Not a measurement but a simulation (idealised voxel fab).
process module | voxel transistor to metal
The cross-section shown here is cut; it is 155 nm wide and divided into square cells measuring 5 nm on a side.
A cross-section is a grid of square cells, given in bands from the top down. A band is one or more rows of cells. Basically the band line says how high the top is and how high the bottom is, in nm, and then what's in it from left to right, every material with its width in nm. Empty space shows up as "air", and if a single material carries "everywhere" it runs the full band edge to edge. Height datum 0, below which the as-received substrate wafer is one material. Lowest band open at the bottom, running downward: "from 0 down". You'd read "30->40" like this: the band's top row of cells is as wide as the first number, its bottom row is as wide as the second, and going down, every row changes width by the same amount as the row before did. "remained the same", as given for a step, is the statement that not any cell of the cross-section underwent a change during that step. Sealed cavities: empty space of 8 cells or more with no open way to the top, each as width x height at its distance from the left edge, in nm. If you see something after the settings on a step's line, that's the simulator's own remark about that step. On any step carrying a mask, the "overlay nm" setting, if present on the step's line, tells how far right of its planned place the mask lay; negative values point to the left.
Below is the list of planned process steps
- 1: RECEIVE (material Si)
- 2: OXIDIZE (depth nm 5)
- 3: CONFORMAL_DEP (material SiN; thk nm 15)
- 4: DIRECTIONAL_DEP (material aC; thk nm 15)
- 5: PATTERN (tone cover; mask id ACTIVE; material resist; width nm 110; thk nm 35; overlay nm 0)
- 6: DIRECTIONAL_ETCH (etch materials aC; depth nm 15)
- 7: STRIP (etch materials resist)
- 8: DIRECTIONAL_ETCH (etch materials SiN; depth nm 15)
- 9: DIRECTIONAL_ETCH (etch materials SiO2; depth nm 5)
- 10: DIRECTIONAL_ETCH (etch materials Si; depth nm 35)
- 11: STRIP (etch materials aC)
- 12: OXIDIZE (depth nm 5)
- 13: FILL_DEP (material SiO2; thk nm 15)
- 14: CMP (height nm 15)
- 15: SELECTIVE_ETCH (etch materials SiO2; depth nm 10)
- 16: STRIP (etch materials SiN)
- 17: SELECTIVE_ETCH (etch materials SiO2; depth nm 5)
- 18: OXIDIZE (depth nm 5)
- 19: DIRECTIONAL_DEP (material polySi; thk nm 25)
- 20: DIRECTIONAL_DEP (material SiCN; thk nm 10)
- 21: DIRECTIONAL_DEP (material aC; thk nm 10)
- 22: PATTERN (tone cover; mask id GATE; material resist; width nm 20; thk nm 25; overlay nm 0)
- 23: DIRECTIONAL_ETCH (etch materials aC; depth nm 10)
- 24: STRIP (etch materials resist)
- 25: DIRECTIONAL_ETCH (etch materials SiCN; depth nm 20)
- 26: DIRECTIONAL_ETCH (etch materials polySi; depth nm 35)
- 27: STRIP (etch materials aC)
- 28: CONFORMAL_DEP (material SiN; thk nm 5)
- 29: DIRECTIONAL_ETCH (etch materials SiN; depth nm 5)
- 30: DIRECTIONAL_ETCH (etch materials SiO2; depth nm 5)
- 31: DIRECTIONAL_ETCH (etch materials Si; depth nm 10)
- 32: EPI (material pSi; thk nm 15)
- 33: FILL_DEP (material SiO2; thk nm 10)
- 34: CMP (height nm 30)
- 35: DIRECTIONAL_DEP (material SiO2; thk nm 15)
- 36: MASKED_ETCH (tone open; mask id CONTACT; width nm 30; pitch nm 60; etch materials SiO2; depth nm 50; overlay nm 0)
- 37: CONFORMAL_DEP (material TiN; thk nm 5)
- 38: FILL_DEP (material Ru; thk nm 10)
- 39: CMP (height nm 45)
- 40: CONFORMAL_DEP (material SiCN; thk nm 5)
- 41: DIRECTIONAL_DEP (material SiO2; thk nm 25)
- 42: PATTERN (tone open; mask id METAL_1; material resist; width nm 20; pitch nm 70; thk nm 20; overlay nm 0)
- 43: DIRECTIONAL_ETCH (etch materials SiO2; depth nm 25)
- 44: DIRECTIONAL_ETCH (etch materials SiCN; depth nm 5)
- 45: STRIP (etch materials resist)
- 46: CONFORMAL_DEP (material TiN; thk nm 5)
- 47: FILL_DEP (material W; thk nm 5)
- 48: CMP (height nm 75)
- 49: EPI (material Ru; thk nm 5)
- 50: FILL_DEP (material SiCN; thk nm 5)
First wafer of two (run as planned)
Step 1 complete: cross-section of the wafer as received
> from 0 down  Si everywhere
> Sealed cavities: none
Wafer xsec, post step 2
> from 0 to -5  SiO2 everywhere
> For the remainder of the cross-section, below -5, there is no change.
Wafer xsec, post step 3
> from 15 to 0  SiN everywhere
> For the remainder of the cross-section, below 0, there is no change.
Wafer xsec, post step 4
> from 30 to 15  aC everywhere
> For the remainder of the cross-section, below 15, there is no change.
Wafer xsec, post step 5
> from 65 to 30  air: 20, then resist: 110, then air: 25
> For the remainder of the cross-section, below 30, there is no change.
Wafer xsec, post step 6
> from 50 to 30  air: 20, then resist: 110, then air: 25
> from 30 to 15  air: 20, then aC: 110, then air: 25
> For the remainder of the cross-section, below 15, there is no change.
Wafer xsec, post step 7
> from 30 to 15  air: 20, then aC: 110, then air: 25
> For the remainder of the cross-section, below 15, there is no change.
Wafer xsec, post step 8
> from 30 to 15  air: 20, then aC: 110, then air: 25
> from 15 to 0  air: 20, then SiN: 110, then air: 25
> For the remainder of the cross-section, below 0, there is no change.
Wafer xsec, post step 9
> from 30 to 15  air: 20, then aC: 110, then air: 25
> from 15 to 0  air: 20, then SiN: 110, then air: 25
> from 0 to -5  air: 20, then SiO2: 110, then air: 25
> For the remainder of the cross-section, below -5, there is no change.
Wafer xsec, post step 10
> from 30 to 15  air: 20, then aC: 110, then air: 25
> from 15 to 0  air: 20, then SiN: 110, then air: 25
> from 0 to -5  air: 20, then SiO2: 110, then air: 25
> from -5 to -40  air: 20, then Si: 110, then air: 25
> For the remainder of the cross-section, below -40, there is no change.
Wafer xsec, post step 11
> from 15 to 0  air: 20, then SiN: 110, then air: 25
> For the remainder of the cross-section, below 0, there is no change.
Wafer xsec, post step 12
> from 15 to 0  air: 20, then SiN: 110, then air: 25
> from 0 to -5  air: 20, then SiO2: 110, then air: 25
> from -5 to -40  air: 20, then SiO2: 5, then Si: 100, then SiO2: 5, then air: 25
> from -40 to -45  SiO2: 25, then Si: 100, then SiO2: 30
> For the remainder of the cross-section, below -45, there is no change.
Wafer xsec, post step 13
> from 30 to 15  SiO2 everywhere
> from 15 to 0  SiO2: 20, then SiN: 110, then SiO2: 25
> from 0 to -5  SiO2 everywhere
> from -5 to -45  SiO2: 25, then Si: 100, then SiO2: 30
> For the remainder of the cross-section, below -45, there is no change.
Wafer xsec, post step 14
> from 15 to 0  SiO2: 20, then SiN: 110, then SiO2: 25
> For the remainder of the cross-section, below 0, there is no change.
Wafer xsec, post step 15
> from 15 to 5  air: 20, then SiN: 110, then air: 25
> For the remainder of the cross-section, below 5, there is no change.
Wafer xsec, post step 16
> from 5 to 0  SiO2: 20, then air: 110, then SiO2: 25
> For the remainder of the cross-section, below 0, there is no change.
Wafer xsec, post step 17
> from 0 to -5  SiO2: 15, then air: 120, then SiO2: 20
> For the remainder of the cross-section, below -5, there is no change.
Wafer xsec, post step 18
> from 0 to -5  SiO2: 15, then air: 120, then SiO2: 20
> from -5 to -10  SiO2 everywhere
> For the remainder of the cross-section, below -10, there is no change.
Wafer xsec, post step 19
> from 25 to 20  polySi: 15, then air: 120, then polySi: 20
> from 20 to 0  polySi everywhere
> from 0 to -5  SiO2: 15, then polySi: 120, then SiO2: 20
> For the remainder of the cross-section, below -5, there is no change.
Wafer xsec, post step 20
> from 35 to 30  SiCN: 15, then air: 120, then SiCN: 20
> from 30 to 25  SiCN everywhere
> from 25 to 20  polySi: 15, then SiCN: 120, then polySi: 20
> For the remainder of the cross-section, below 20, there is no change.
Wafer xsec, post step 21
> from 45 to 40  aC: 15, then air: 120, then aC: 20
> from 40 to 35  aC everywhere
> from 35 to 30  SiCN: 15, then aC: 120, then SiCN: 20
> For the remainder of the cross-section, below 30, there is no change.
Wafer xsec, post step 22
> from 70 to 45  air: 65, then resist: 20, then air: 70
> from 45 to 40  aC: 15, then air: 50, then resist: 20, then air: 50, then aC: 20
> For the remainder of the cross-section, below 40, there is no change.
Wafer xsec, post step 23
> from 60 to 40  air: 65, then resist: 20, then air: 70
> from 40 to 35  air: 65, then aC: 20, then air: 70
> from 35 to 30  SiCN: 15, then air: 50, then aC: 20, then air: 50, then SiCN: 20
> For the remainder of the cross-section, below 30, there is no change.
Wafer xsec, post step 24
> from 40 to 35  air: 65, then aC: 20, then air: 70
> For the remainder of the cross-section, below 35, there is no change.
Wafer xsec, post step 25
> from 40 to 30  air: 65, then aC: 20, then air: 70
> from 30 to 25  air: 65, then SiCN: 20, then air: 70
> from 25 to 20  polySi: 15, then air: 50, then SiCN: 20, then air: 50, then polySi: 20
> For the remainder of the cross-section, below 20, there is no change.
Wafer xsec, post step 26
> from 40 to 30  air: 65, then aC: 20, then air: 70
> from 30 to 20  air: 65, then SiCN: 20, then air: 70
> from 20 to 0  air: 65, then polySi: 20, then air: 70
> from 0 to -5  SiO2: 15, then air: 50, then polySi: 20, then air: 50, then SiO2: 20
> For the remainder of the cross-section, below -5, there is no change.
Wafer xsec, post step 27
> from 30 to 20  air: 65, then SiCN: 20, then air: 70
> For the remainder of the cross-section, below 20, there is no change.
Wafer xsec, post step 28
> from 35 to 30  air: 60, then SiN: 30, then air: 65
> from 30 to 20  air: 60, then SiN: 5, then SiCN: 20, then SiN: 5, then air: 65
> from 20 to 5  air: 60, then SiN: 5, then polySi: 20, then SiN: 5, then air: 65
> from 5 to 0  SiN: 20, then air: 40, then SiN: 5, then polySi: 20, then SiN: 5, then air: 40, then SiN: 25
> from 0 to -5  SiO2: 15, then SiN: 50, then polySi: 20, then SiN: 50, then SiO2: 20
> For the remainder of the cross-section, below -5, there is no change.
Wafer xsec, post step 29
> from 30 to 20  air: 60, then SiN: 5, then SiCN: 20, then SiN: 5, then air: 65
> from 20 to 0  air: 60, then SiN: 5, then polySi: 20, then SiN: 5, then air: 65
> from 0 to -5  SiO2: 15, then SiN: 5, then air: 40, then SiN: 5, then polySi: 20, then SiN: 5, then air: 40, then SiN: 5, then SiO2: 20
> For the remainder of the cross-section, below -5, there is no change.
Wafer xsec, post step 30
> from 30 to 20  air: 60, then SiN: 5, then SiCN: 20, then SiN: 5, then air: 65
> from 20 to 0  air: 60, then SiN: 5, then polySi: 20, then SiN: 5, then air: 65
> from 0 to -5  air: 15, then SiN: 5, then air: 40, then SiN: 5, then polySi: 20, then SiN: 5, then air: 40, then SiN: 5, then air: 20
> from -5 to -10  SiO2: 20, then air: 40, then SiO2: 30, then air: 40, then SiO2: 25
> For the remainder of the cross-section, below -10, there is no change.
Wafer xsec, post step 31
> from 30 to 20  air: 60, then SiN: 5, then SiCN: 20, then SiN: 5, then air: 65
> from 20 to 0  air: 60, then SiN: 5, then polySi: 20, then SiN: 5, then air: 65
> from 0 to -5  air: 15, then SiN: 5, then air: 40, then SiN: 5, then polySi: 20, then SiN: 5, then air: 40, then SiN: 5, then air: 20
> from -5 to -10  SiO2: 20, then air: 40, then SiO2: 30, then air: 40, then SiO2: 25
> from -10 to -20  SiO2: 25, then air: 35, then Si: 30, then air: 35, then SiO2: 30
> For the remainder of the cross-section, below -20, there is no change.
Wafer xsec, post step 32
> from 30 to 20  air: 60, then SiN: 5, then SiCN: 20, then SiN: 5, then air: 65
> from 20 to 5  air: 60, then SiN: 5, then polySi: 20, then SiN: 5, then air: 65
> from 5 to 0  air: 45, then pSi: 15, then SiN: 5, then polySi: 20, then SiN: 5, then pSi: 15, then air: 50
> from 0 to -5  air: 15, then SiN: 5, then air: 25, then pSi: 15, then SiN: 5, then polySi: 20, then SiN: 5, then pSi: 15, then air: 25, then SiN: 5, then air: 20
> from -5 to -10  SiO2: 20, then pSi: 40, then SiO2: 30, then pSi: 40, then SiO2: 25
> from -10 to -20  SiO2: 25, then pSi: 35, then Si: 30, then pSi: 35, then SiO2: 30
> For the remainder of the cross-section, below -20, there is no change.
Wafer xsec, post step 33
> from 40 to 30  SiO2 everywhere
> from 30 to 20  SiO2: 60, then SiN: 5, then SiCN: 20, then SiN: 5, then SiO2: 65
> from 20 to 5  SiO2: 60, then SiN: 5, then polySi: 20, then SiN: 5, then SiO2: 65
> from 5 to 0  SiO2: 45, then pSi: 15, then SiN: 5, then polySi: 20, then SiN: 5, then pSi: 15, then SiO2: 50
> from 0 to -5  SiO2: 15, then SiN: 5, then SiO2: 25, then pSi: 15, then SiN: 5, then polySi: 20, then SiN: 5, then pSi: 15, then SiO2: 25, then SiN: 5, then SiO2: 20
> For the remainder of the cross-section, below -5, there is no change.
Wafer xsec, post step 34
> from 30 to 20  SiO2: 60, then SiN: 5, then SiCN: 20, then SiN: 5, then SiO2: 65
> For the remainder of the cross-section, below 20, there is no change.
Wafer xsec, post step 35
> from 45 to 30  SiO2 everywhere
> For the remainder of the cross-section, below 30, there is no change.
Wafer xsec, post step 36
> from 45 to 30  SiO2: 30, then air: 30, then SiO2: 30, then air: 30, then SiO2: 35
> from 30 to 20  SiO2: 30, then air: 30, then SiN: 5, then SiCN: 20, then SiN: 5, then air: 30, then SiO2: 35
> from 20 to 5  SiO2: 30, then air: 30, then SiN: 5, then polySi: 20, then SiN: 5, then air: 30, then SiO2: 35
> from 5 to 0  SiO2: 30, then air: 15, then pSi: 15, then SiN: 5, then polySi: 20, then SiN: 5, then pSi: 15, then air: 15, then SiO2: 35
> from 0 to -5  SiO2: 15, then SiN: 5, then SiO2: 10, then air: 15, then pSi: 15, then SiN: 5, then polySi: 20, then SiN: 5, then pSi: 15, then air: 15, then SiO2: 10, then SiN: 5, then SiO2: 20
> For the remainder of the cross-section, below -5, there is no change.
Wafer xsec, post step 37
> from 50 to 45  TiN: 35, then air: 20, then TiN: 40, then air: 20, then TiN: 40
> from 45 to 30  SiO2: 30, then TiN: 5, then air: 20, then TiN: 5, then SiO2: 30, then TiN: 5, then air: 20, then TiN: 5, then SiO2: 35
> from 30 to 20  SiO2: 30, then TiN: 5, then air: 20, then TiN: 5, then SiN: 5, then SiCN: 20, then SiN: 5, then TiN: 5, then air: 20, then TiN: 5, then SiO2: 35
> from 20 to 10  SiO2: 30, then TiN: 5, then air: 20, then TiN: 5, then SiN: 5, then polySi: 20, then SiN: 5, then TiN: 5, then air: 20, then TiN: 5, then SiO2: 35
> from 10 to 5  SiO2: 30, then TiN: 5, then air: 5, then TiN: 20, then SiN: 5, then polySi: 20, then SiN: 5, then TiN: 20, then air: 5, then TiN: 5, then SiO2: 35
> from 5 to 0  SiO2: 30, then TiN: 5, then air: 5, then TiN: 5, then pSi: 15, then SiN: 5, then polySi: 20, then SiN: 5, then pSi: 15, then TiN: 5, then air: 5, then TiN: 5, then SiO2: 35
> from 0 to -5  SiO2: 15, then SiN: 5, then SiO2: 10, then TiN: 15, then pSi: 15, then SiN: 5, then polySi: 20, then SiN: 5, then pSi: 15, then TiN: 15, then SiO2: 10, then SiN: 5, then SiO2: 20
> For the remainder of the cross-section, below -5, there is no change.
Wafer xsec, post step 38
> from 60 to 50  Ru everywhere
> from 50 to 45  TiN: 35, then Ru: 20, then TiN: 40, then Ru: 20, then TiN: 40
> from 45 to 30  SiO2: 30, then TiN: 5, then Ru: 20, then TiN: 5, then SiO2: 30, then TiN: 5, then Ru: 20, then TiN: 5, then SiO2: 35
> from 30 to 20  SiO2: 30, then TiN: 5, then Ru: 20, then TiN: 5, then SiN: 5, then SiCN: 20, then SiN: 5, then TiN: 5, then Ru: 20, then TiN: 5, then SiO2: 35
> from 20 to 10  SiO2: 30, then TiN: 5, then Ru: 20, then TiN: 5, then SiN: 5, then polySi: 20, then SiN: 5, then TiN: 5, then Ru: 20, then TiN: 5, then SiO2: 35
> from 10 to 5  SiO2: 30, then TiN: 5, then Ru: 5, then TiN: 20, then SiN: 5, then polySi: 20, then SiN: 5, then TiN: 20, then Ru: 5, then TiN: 5, then SiO2: 35
> from 5 to 0  SiO2: 30, then TiN: 5, then Ru: 5, then TiN: 5, then pSi: 15, then SiN: 5, then polySi: 20, then SiN: 5, then pSi: 15, then TiN: 5, then Ru: 5, then TiN: 5, then SiO2: 35
> For the remainder of the cross-section, below 0, there is no change.
Wafer xsec, post step 39
> from 45 to 30  SiO2: 30, then TiN: 5, then Ru: 20, then TiN: 5, then SiO2: 30, then TiN: 5, then Ru: 20, then TiN: 5, then SiO2: 35
> For the remainder of the cross-section, below 30, there is no change.
Wafer xsec, post step 40
> from 50 to 45  SiCN everywhere
> For the remainder of the cross-section, below 45, there is no change.
Wafer xsec, post step 41
> from 75 to 50  SiO2 everywhere
> For the remainder of the cross-section, below 50, there is no change.
Wafer xsec, post step 42
> from 95 to 75  resist: 30, then air: 20, then resist: 50, then air: 20, then resist: 35
> For the remainder of the cross-section, below 75, there is no change.
Wafer xsec, post step 43
> from 95 to 75  resist: 30, then air: 20, then resist: 50, then air: 20, then resist: 35
> from 75 to 50  SiO2: 30, then air: 20, then SiO2: 50, then air: 20, then SiO2: 35
> For the remainder of the cross-section, below 50, there is no change.
Wafer xsec, post step 44
> from 95 to 75  resist: 30, then air: 20, then resist: 50, then air: 20, then resist: 35
> from 75 to 50  SiO2: 30, then air: 20, then SiO2: 50, then air: 20, then SiO2: 35
> from 50 to 45  SiCN: 30, then air: 20, then SiCN: 50, then air: 20, then SiCN: 35
> For the remainder of the cross-section, below 45, there is no change.
Wafer xsec, post step 45
> from 75 to 50  SiO2: 30, then air: 20, then SiO2: 50, then air: 20, then SiO2: 35
> For the remainder of the cross-section, below 50, there is no change.
Wafer xsec, post step 46
> from 80 to 75  TiN: 35, then air: 10, then TiN: 60, then air: 10, then TiN: 40
> from 75 to 50  SiO2: 30, then TiN: 5, then air: 10, then TiN: 5, then SiO2: 50, then TiN: 5, then air: 10, then TiN: 5, then SiO2: 35
> from 50 to 45  SiCN: 30, then TiN: 20, then SiCN: 50, then TiN: 20, then SiCN: 35
> For the remainder of the cross-section, below 45, there is no change.
Wafer xsec, post step 47
> from 85 to 80  W everywhere
> from 80 to 75  TiN: 35, then W: 10, then TiN: 60, then W: 10, then TiN: 40
> from 75 to 50  SiO2: 30, then TiN: 5, then W: 10, then TiN: 5, then SiO2: 50, then TiN: 5, then W: 10, then TiN: 5, then SiO2: 35
> For the remainder of the cross-section, below 50, there is no change.
Wafer xsec, post step 48
> from 75 to 50  SiO2: 30, then TiN: 5, then W: 10, then TiN: 5, then SiO2: 50, then TiN: 5, then W: 10, then TiN: 5, then SiO2: 35
> For the remainder of the cross-section, below 50, there is no change.
Wafer xsec, post step 49
> from 80 to 75  air: 25, then Ru: 30, then air: 40, then Ru: 30, then air: 30
> For the remainder of the cross-section, below 75, there is no change.
Wafer xsec, post step 50
> from 85 to 80  SiCN everywhere
> from 80 to 75  SiCN: 25, then Ru: 30, then SiCN: 40, then Ru: 30, then SiCN: 30
> For the remainder of the cross-section, below 75, there is no change.
It is to be noted that the second wafer proceeded from the same initial state and according to the same plan as the first, although one mistake was committed in its execution; through step 21, inclusive, the two wafers share an identical history
Planned end of step 22: second wafer, cross-section
> from 70 to 45  air: 60, then resist: 30, then air: 65
> from 45 to 40  aC: 15, then air: 45, then resist: 30, then air: 45, then aC: 20
> For the remainder of the cross-section, below 40, there is no change.
Planned end of step 23: second wafer, cross-section
> from 60 to 40  air: 60, then resist: 30, then air: 65
> from 40 to 35  air: 60, then aC: 30, then air: 65
> from 35 to 30  SiCN: 15, then air: 45, then aC: 30, then air: 45, then SiCN: 20
> For the remainder of the cross-section, below 30, there is no change.
Planned end of step 24: second wafer, cross-section
> from 40 to 35  air: 60, then aC: 30, then air: 65
> For the remainder of the cross-section, below 35, there is no change.
Planned end of step 25: second wafer, cross-section
> from 40 to 30  air: 60, then aC: 30, then air: 65
> from 30 to 25  air: 60, then SiCN: 30, then air: 65
> from 25 to 20  polySi: 15, then air: 45, then SiCN: 30, then air: 45, then polySi: 20
> For the remainder of the cross-section, below 20, there is no change.
Planned end of step 26: second wafer, cross-section
> from 40 to 30  air: 60, then aC: 30, then air: 65
> from 30 to 20  air: 60, then SiCN: 30, then air: 65
> from 20 to 0  air: 60, then polySi: 30, then air: 65
> from 0 to -5  SiO2: 15, then air: 45, then polySi: 30, then air: 45, then SiO2: 20
> For the remainder of the cross-section, below -5, there is no change.
Planned end of step 27: second wafer, cross-section
> from 30 to 20  air: 60, then SiCN: 30, then air: 65
> For the remainder of the cross-section, below 20, there is no change.
Planned end of step 28: second wafer, cross-section
> from 35 to 30  air: 55, then SiN: 40, then air: 60
> from 30 to 20  air: 55, then SiN: 5, then SiCN: 30, then SiN: 5, then air: 60
> from 20 to 5  air: 55, then SiN: 5, then polySi: 30, then SiN: 5, then air: 60
> from 5 to 0  SiN: 20, then air: 35, then SiN: 5, then polySi: 30, then SiN: 5, then air: 35, then SiN: 25
> from 0 to -5  SiO2: 15, then SiN: 45, then polySi: 30, then SiN: 45, then SiO2: 20
> For the remainder of the cross-section, below -5, there is no change.
Planned end of step 29: second wafer, cross-section
> from 30 to 20  air: 55, then SiN: 5, then SiCN: 30, then SiN: 5, then air: 60
> from 20 to 0  air: 55, then SiN: 5, then polySi: 30, then SiN: 5, then air: 60
> from 0 to -5  SiO2: 15, then SiN: 5, then air: 35, then SiN: 5, then polySi: 30, then SiN: 5, then air: 35, then SiN: 5, then SiO2: 20
> For the remainder of the cross-section, below -5, there is no change.
Planned end of step 30: second wafer, cross-section
> from 30 to 20  air: 55, then SiN: 5, then SiCN: 30, then SiN: 5, then air: 60
> from 20 to 0  air: 55, then SiN: 5, then polySi: 30, then SiN: 5, then air: 60
> from 0 to -5  air: 15, then SiN: 5, then air: 35, then SiN: 5, then polySi: 30, then SiN: 5, then air: 35, then SiN: 5, then air: 20
> from -5 to -10  SiO2: 20, then air: 35, then SiO2: 40, then air: 35, then SiO2: 25
> For the remainder of the cross-section, below -10, there is no change.
Planned end of step 31: second wafer, cross-section
> from 30 to 20  air: 55, then SiN: 5, then SiCN: 30, then SiN: 5, then air: 60
> from 20 to 0  air: 55, then SiN: 5, then polySi: 30, then SiN: 5, then air: 60
> from 0 to -5  air: 15, then SiN: 5, then air: 35, then SiN: 5, then polySi: 30, then SiN: 5, then air: 35, then SiN: 5, then air: 20
> from -5 to -10  SiO2: 20, then air: 35, then SiO2: 40, then air: 35, then SiO2: 25
> from -10 to -20  SiO2: 25, then air: 30, then Si: 40, then air: 30, then SiO2: 30
> For the remainder of the cross-section, below -20, there is no change.
Planned end of step 32: second wafer, cross-section
> from 30 to 20  air: 55, then SiN: 5, then SiCN: 30, then SiN: 5, then air: 60
> from 20 to 5  air: 55, then SiN: 5, then polySi: 30, then SiN: 5, then air: 60
> from 5 to 0  air: 40, then pSi: 15, then SiN: 5, then polySi: 30, then SiN: 5, then pSi: 15, then air: 45
> from 0 to -5  air: 15, then SiN: 5, then air: 20, then pSi: 15, then SiN: 5, then polySi: 30, then SiN: 5, then pSi: 15, then air: 20, then SiN: 5, then air: 20
> from -5 to -10  SiO2: 20, then pSi: 35, then SiO2: 40, then pSi: 35, then SiO2: 25
> from -10 to -20  SiO2: 25, then pSi: 30, then Si: 40, then pSi: 30, then SiO2: 30
> For the remainder of the cross-section, below -20, there is no change.
Planned end of step 33: second wafer, cross-section
> from 40 to 30  SiO2 everywhere
> from 30 to 20  SiO2: 55, then SiN: 5, then SiCN: 30, then SiN: 5, then SiO2: 60
> from 20 to 5  SiO2: 55, then SiN: 5, then polySi: 30, then SiN: 5, then SiO2: 60
> from 5 to 0  SiO2: 40, then pSi: 15, then SiN: 5, then polySi: 30, then SiN: 5, then pSi: 15, then SiO2: 45
> from 0 to -5  SiO2: 15, then SiN: 5, then SiO2: 20, then pSi: 15, then SiN: 5, then polySi: 30, then SiN: 5, then pSi: 15, then SiO2: 20, then SiN: 5, then SiO2: 20
> For the remainder of the cross-section, below -5, there is no change.
Planned end of step 34: second wafer, cross-section
> from 30 to 20  SiO2: 55, then SiN: 5, then SiCN: 30, then SiN: 5, then SiO2: 60
> For the remainder of the cross-section, below 20, there is no change.
Planned end of step 35: second wafer, cross-section
> from 45 to 30  SiO2 everywhere
> For the remainder of the cross-section, below 30, there is no change.
Planned end of step 36: second wafer, cross-section
> from 45 to 30  SiO2: 30, then air: 30, then SiO2: 30, then air: 30, then SiO2: 35
> from 30 to 20  SiO2: 30, then air: 25, then SiN: 5, then SiCN: 30, then SiN: 5, then air: 25, then SiO2: 35
> from 20 to 5  SiO2: 30, then air: 25, then SiN: 5, then polySi: 30, then SiN: 5, then air: 25, then SiO2: 35
> from 5 to 0  SiO2: 30, then air: 10, then pSi: 15, then SiN: 5, then polySi: 30, then SiN: 5, then pSi: 15, then air: 10, then SiO2: 35
> from 0 to -5  SiO2: 15, then SiN: 5, then SiO2: 10, then air: 10, then pSi: 15, then SiN: 5, then polySi: 30, then SiN: 5, then pSi: 15, then air: 10, then SiO2: 10, then SiN: 5, then SiO2: 20
> For the remainder of the cross-section, below -5, there is no change.
Planned end of step 37: second wafer, cross-section
> from 50 to 45  TiN: 35, then air: 20, then TiN: 40, then air: 20, then TiN: 40
> from 45 to 35  SiO2: 30, then TiN: 5, then air: 20, then TiN: 5, then SiO2: 30, then TiN: 5, then air: 20, then TiN: 5, then SiO2: 35
> from 35 to 30  SiO2: 30, then TiN: 5, then air: 15, then TiN: 10, then SiO2: 30, then TiN: 10, then air: 15, then TiN: 5, then SiO2: 35
> from 30 to 20  SiO2: 30, then TiN: 5, then air: 15, then TiN: 5, then SiN: 5, then SiCN: 30, then SiN: 5, then TiN: 5, then air: 15, then TiN: 5, then SiO2: 35
> from 20 to 10  SiO2: 30, then TiN: 5, then air: 15, then TiN: 5, then SiN: 5, then polySi: 30, then SiN: 5, then TiN: 5, then air: 15, then TiN: 5, then SiO2: 35
> from 10 to 5  SiO2: 30, then TiN: 25, then SiN: 5, then polySi: 30, then SiN: 5, then TiN: 25, then SiO2: 35
> from 5 to 0  SiO2: 30, then TiN: 10, then pSi: 15, then SiN: 5, then polySi: 30, then SiN: 5, then pSi: 15, then TiN: 10, then SiO2: 35
> from 0 to -5  SiO2: 15, then SiN: 5, then SiO2: 10, then TiN: 10, then pSi: 15, then SiN: 5, then polySi: 30, then SiN: 5, then pSi: 15, then TiN: 10, then SiO2: 10, then SiN: 5, then SiO2: 20
> For the remainder of the cross-section, below -5, there is no change.
Planned end of step 38: second wafer, cross-section
> from 60 to 50  Ru everywhere
> from 50 to 45  TiN: 35, then Ru: 20, then TiN: 40, then Ru: 20, then TiN: 40
> from 45 to 35  SiO2: 30, then TiN: 5, then Ru: 20, then TiN: 5, then SiO2: 30, then TiN: 5, then Ru: 20, then TiN: 5, then SiO2: 35
> from 35 to 30  SiO2: 30, then TiN: 5, then Ru: 15, then TiN: 10, then SiO2: 30, then TiN: 10, then Ru: 15, then TiN: 5, then SiO2: 35
> from 30 to 20  SiO2: 30, then TiN: 5, then Ru: 15, then TiN: 5, then SiN: 5, then SiCN: 30, then SiN: 5, then TiN: 5, then Ru: 15, then TiN: 5, then SiO2: 35
> from 20 to 10  SiO2: 30, then TiN: 5, then Ru: 15, then TiN: 5, then SiN: 5, then polySi: 30, then SiN: 5, then TiN: 5, then Ru: 15, then TiN: 5, then SiO2: 35
> For the remainder of the cross-section, below 10, there is no change.
Planned end of step 39: second wafer, cross-section
> from 45 to 35  SiO2: 30, then TiN: 5, then Ru: 20, then TiN: 5, then SiO2: 30, then TiN: 5, then Ru: 20, then TiN: 5, then SiO2: 35
> For the remainder of the cross-section, below 35, there is no change.
Planned end of step 40: second wafer, cross-section
> from 50 to 45  SiCN everywhere
> For the remainder of the cross-section, below 45, there is no change.
Planned end of step 41: second wafer, cross-section
> from 75 to 50  SiO2 everywhere
> For the remainder of the cross-section, below 50, there is no change.
Planned end of step 42: second wafer, cross-section
> from 95 to 75  resist: 30, then air: 20, then resist: 50, then air: 20, then resist: 35
> For the remainder of the cross-section, below 75, there is no change.
Planned end of step 43: second wafer, cross-section
> from 95 to 75  resist: 30, then air: 20, then resist: 50, then air: 20, then resist: 35
> from 75 to 50  SiO2: 30, then air: 20, then SiO2: 50, then air: 20, then SiO2: 35
> For the remainder of the cross-section, below 50, there is no change.
Planned end of step 44: second wafer, cross-section
> from 95 to 75  resist: 30, then air: 20, then resist: 50, then air: 20, then resist: 35
> from 75 to 50  SiO2: 30, then air: 20, then SiO2: 50, then air: 20, then SiO2: 35
> from 50 to 45  SiCN: 30, then air: 20, then SiCN: 50, then air: 20, then SiCN: 35
> For the remainder of the cross-section, below 45, there is no change.
Planned end of step 45: second wafer, cross-section
> from 75 to 50  SiO2: 30, then air: 20, then SiO2: 50, then air: 20, then SiO2: 35
> For the remainder of the cross-section, below 50, there is no change.
Planned end of step 46: second wafer, cross-section
> from 80 to 75  TiN: 35, then air: 10, then TiN: 60, then air: 10, then TiN: 40
> from 75 to 50  SiO2: 30, then TiN: 5, then air: 10, then TiN: 5, then SiO2: 50, then TiN: 5, then air: 10, then TiN: 5, then SiO2: 35
> from 50 to 45  SiCN: 30, then TiN: 20, then SiCN: 50, then TiN: 20, then SiCN: 35
> For the remainder of the cross-section, below 45, there is no change.
Planned end of step 47: second wafer, cross-section
> from 85 to 80  W everywhere
> from 80 to 75  TiN: 35, then W: 10, then TiN: 60, then W: 10, then TiN: 40
> from 75 to 50  SiO2: 30, then TiN: 5, then W: 10, then TiN: 5, then SiO2: 50, then TiN: 5, then W: 10, then TiN: 5, then SiO2: 35
> For the remainder of the cross-section, below 50, there is no change.
Planned end of step 48: second wafer, cross-section
> from 75 to 50  SiO2: 30, then TiN: 5, then W: 10, then TiN: 5, then SiO2: 50, then TiN: 5, then W: 10, then TiN: 5, then SiO2: 35
> For the remainder of the cross-section, below 50, there is no change.
Planned end of step 49: second wafer, cross-section
> from 80 to 75  air: 25, then Ru: 30, then air: 40, then Ru: 30, then air: 30
> For the remainder of the cross-section, below 75, there is no change.
Planned end of step 50: second wafer, cross-section
> from 85 to 80  SiCN everywhere
> from 80 to 75  SiCN: 25, then Ru: 30, then SiCN: 40, then Ru: 30, then SiCN: 30
> For the remainder of the cross-section, below 75, there is no change.
Short version of what went wrong: heads up, step 22 didn't go per plan, it actually ran as PATTERN (tone cover; mask id GATE; material resist; width nm 30; thk nm 25; overlay nm 0)
Final wafer comparison in cells, second versus first, more or fewer per material: Ru: 14 fewer, Si: 4 more, SiCN: 4 more, SiO2: 2 more, pSi: 6 fewer, polySi: 10 more
